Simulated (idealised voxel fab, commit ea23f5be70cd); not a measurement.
Process module in this document: voxel self aligned contacts
For reference, the cross-section in this document is cut, with width 215 nm and square cells of 5 nm.
Cross-section format: a grid of square cells, given as bands from top to bottom; each band is one or more rows of cells. The band entry comprises the height of the band's top followed by the height of its bottom, expressed in nm, and subsequently the band's materials from left to right, each stated together with its width in nm. Where a single material is marked with the word "edge to edge", that material fills the band from edge to edge. The word "air" represents empty space. Note: height 0 marks the level under which the wafer is uniformly one material as received. Lowest band unbounded below, written "from 0 down". It should be noted that a width expressed as "30..40" varies in equal increments from row to row of cells within the band, taking the value of the first number at the top row and that of the second number at the bottom row. Step marked "nothing got changed"? Then no cell in the cross-section changed in it. The list in "Sealed cavities" covers empty spaces of 8 cells or more that cannot reach the top through any open way, and it gives each as width x height at distance; the distance is from the left edge, and width, height and distance are in nm. Anything after a step's settings on that line? It's the simulator's own note about the step. Among the settings permitted on a step's line is "overlay nm"; applied to a step with a mask, it specifies the extent to which the mask lay to the right of its planned position, whereas a negative figure signifies a position to the left.

Process steps - plan
1) RECEIVE, material Si
2) CONFORMAL_DEP, material SiO2, thk nm 5
3) DIRECTIONAL_DEP, material polySi, thk nm 20
4) DIRECTIONAL_DEP, material SiN, thk nm 25
5) PATTERN, tone cover, mask id GATE, material resist, width nm 35, pitch nm 75, thk nm 15, overlay nm 0
6) DIRECTIONAL_ETCH, etch materials SiN, depth nm 25
7) DIRECTIONAL_ETCH, etch materials polySi, depth nm 20
8) STRIP, etch materials resist
9) CONFORMAL_DEP, material SiN, thk nm 10
10) DIRECTIONAL_ETCH, etch materials SiN, depth nm 10
11) FILL_DEP, material SiO2, thk nm 20
12) CMP, height nm 60
13) DIRECTIONAL_DEP, material aC, thk nm 10
14) PATTERN, tone open, mask id CONTACT, material resist, width nm 50, pitch nm 75, thk nm 25, overlay nm 0
15) DIRECTIONAL_ETCH, etch materials aC, depth nm 10
16) STRIP, etch materials resist
17) DIRECTIONAL_ETCH, etch materials SiO2, depth nm 60
18) STRIP, etch materials aC
19) CONFORMAL_DEP, material TiN, thk nm 5
20) FILL_DEP, material Ru, thk nm 10
21) CMP, height nm 60
22) CONFORMAL_DEP, material SiCN, thk nm 5

This is the cross-section of the wafer as we received it, i.e. after step 1
  from 0 down | Si edge to edge
  Sealed cavities: none

Same starting wafer, same plan as above, one mistake in the execution; this is the cross-section at the end of the module
  from 65 to 60 | SiCN edge to edge
  from 60 to 50 | SiO2 40, then TiN 5..25, then Ru 50..10, then TiN 5..25, then SiO2 15, then TiN 5..25, then Ru 50..10, then TiN 5..25, then SiO2 40
  from 50 to 25 | SiO2 5, then SiN 55, then TiN 5, then Ru 10, then TiN 5, then SiN 55, then TiN 5, then Ru 10, then TiN 5, then SiN 55, then SiO2 5
  from 25 to 5 | SiO2 5, then SiN 10, then polySi 35, then SiN 10, then TiN 5, then Ru 10, then TiN 5, then SiN 10, then polySi 35, then SiN 10, then TiN 5, then Ru 10, then TiN 5, then SiN 10, then polySi 35, then SiN 10, then SiO2 5
  from 5 to 0 | SiO2 60, then TiN 20, then SiO2 55, then TiN 20, then SiO2 60
  from 0 down | Si edge to edge
  Sealed cavities: none
It is concluded that the wafer was processed incorrectly with respect to the plan, in that heads up, step 14 didn't go per plan, it actually ran as PATTERN, tone open, mask id CONTACT, material resist, width nm 60, pitch nm 75, thk nm 25, overlay nm 0
